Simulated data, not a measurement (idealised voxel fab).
process module | voxel gate over fins
cross-section cut | 195 nm wide | cells 5 nm
A cross-section is a grid of square cells, given in bands from the top down. A band is one or more rows of cells.
Each band's line starts with the height of the band's top and of its bottom, in nm. Then come its materials from left to right, each with its width in nm. One material with "throughout" fills the band from edge to edge. "air" is empty space.
Height 0 is the level under which the wafer as received is all one material. The lowest band goes on downwards, as in "0 down".
A width such as "30 to 40" changes by the same amount from each row of cells to the next, from the band's top row to its bottom row.
"no change" after a step means that no cell of the cross-section changed.
closed voids: empty space of 8 cells or more with no open way to the top, each as width x height at its distance from the left edge, in nm
after a step's settings: what the simulator itself notes on the step
overlay nm, on a step with a mask: how far to the right of its planned place the mask lay; to the left if negative
plan
1 op RECEIVE | material Si
2 op CONFORMAL_DEP | material SiN | thk nm 5
3 op PATTERN | tone cover | mask id FINS | material resist | width nm 15 | pitch nm 40 | thk nm 15 | overlay nm 0
4 op DIRECTIONAL_ETCH | etch materials SiN | depth nm 5
5 op DIRECTIONAL_ETCH | etch materials Si | depth nm 40
6 op STRIP | etch materials resist
7 op FILL_DEP | material SiO2 | thk nm 10
8 op CMP | height nm 5
9 op SELECTIVE_ETCH | etch materials SiO2 | depth nm 20
10 op STRIP | etch materials SiN
11 op CONFORMAL_DEP | material HfO2 | thk nm 5
12 op CONFORMAL_DEP | material TiN | thk nm 5
13 op CONFORMAL_DEP | material TiAl | thk nm 5
14 op CONFORMAL_DEP | material TiN | thk nm 5
15 op FILL_DEP | material W | thk nm 15
16 op CMP | height nm 30
17 op CONFORMAL_DEP | material SiN | thk nm 5
as received, after step 1
  0 down: Si throughout
  closed voids: none
first wafer at the end, as planned
  35 to 30: SiN throughout
  30 to 20: W throughout
  20 to 15: W 30 | TiN 135 | W 30
  15 to 10: W 30 | TiN 5 | TiAl 125 | TiN 5 | W 30
  10 to 5: W 30 | TiN 5 | TiAl 5 | TiN 35 | TiAl 5 | TiN 35 | TiAl 5 | TiN 35 | TiAl 5 | TiN 5 | W 30
  5 to 0: TiN 35 | TiAl 5 | TiN 5 | HfO2 25 | TiN 5 | TiAl 5 | TiN 5 | HfO2 25 | TiN 5 | TiAl 5 | TiN 5 | HfO2 25 | TiN 5 | TiAl 5 | TiN 35
  0 to -5: TiAl 40 | TiN 5 | HfO2 5 | Si 15 | HfO2 5 | TiN 5 | TiAl 5 | TiN 5 | HfO2 5 | Si 15 | HfO2 5 | TiN 5 | TiAl 5 | TiN 5 | HfO2 5 | Si 15 | HfO2 5 | TiN 5 | TiAl 40
  -5 to -10: TiN 45 | HfO2 5 | Si 15 | HfO2 5 | TiN 15 | HfO2 5 | Si 15 | HfO2 5 | TiN 15 | HfO2 5 | Si 15 | HfO2 5 | TiN 45
  -10 to -15: HfO2 50 | Si 15 | HfO2 25 | Si 15 | HfO2 25 | Si 15 | HfO2 50
  -15 to -40: SiO2 50 | Si 15 | SiO2 25 | Si 15 | SiO2 25 | Si 15 | SiO2 50
  -40 down: Si throughout
  closed voids: none
second wafer at the end: like start, like plan, one mistake
  35 to 30: SiN throughout
  30 to 20: W throughout
  20 to 15: W 25 | TiN 135 | W 35
  15 to 10: W 25 | TiN 5 | TiAl 125 | TiN 5 | W 35
  10 to 5: W 25 | TiN 5 | TiAl 5 | TiN 35 | TiAl 5 | TiN 35 | TiAl 5 | TiN 35 | TiAl 5 | TiN 5 | W 35
  5 to 0: TiN 30 | TiAl 5 | TiN 5 | HfO2 25 | TiN 5 | TiAl 5 | TiN 5 | HfO2 25 | TiN 5 | TiAl 5 | TiN 5 | HfO2 25 | TiN 5 | TiAl 5 | TiN 40
  0 to -5: TiAl 35 | TiN 5 | HfO2 5 | Si 15 | HfO2 5 | TiN 5 | TiAl 5 | TiN 5 | HfO2 5 | Si 15 | HfO2 5 | TiN 5 | TiAl 5 | TiN 5 | HfO2 5 | Si 15 | HfO2 5 | TiN 5 | TiAl 45
  -5 to -10: TiN 40 | HfO2 5 | Si 15 | HfO2 5 | TiN 15 | HfO2 5 | Si 15 | HfO2 5 | TiN 15 | HfO2 5 | Si 15 | HfO2 5 | TiN 50
  -10 to -15: HfO2 45 | Si 15 | HfO2 25 | Si 15 | HfO2 25 | Si 15 | HfO2 55
  -15 to -40: SiO2 45 | Si 15 | SiO2 25 | Si 15 | SiO2 25 | Si 15 | SiO2 55
  -40 down: Si throughout
  closed voids: none
what went wrong: step 3 ran as: op PATTERN | tone cover | mask id FINS | material resist | width nm 15 | pitch nm 40 | thk nm 15 | overlay nm -5
at the end the second wafer has, in cells: as many of each material as the first, in other places
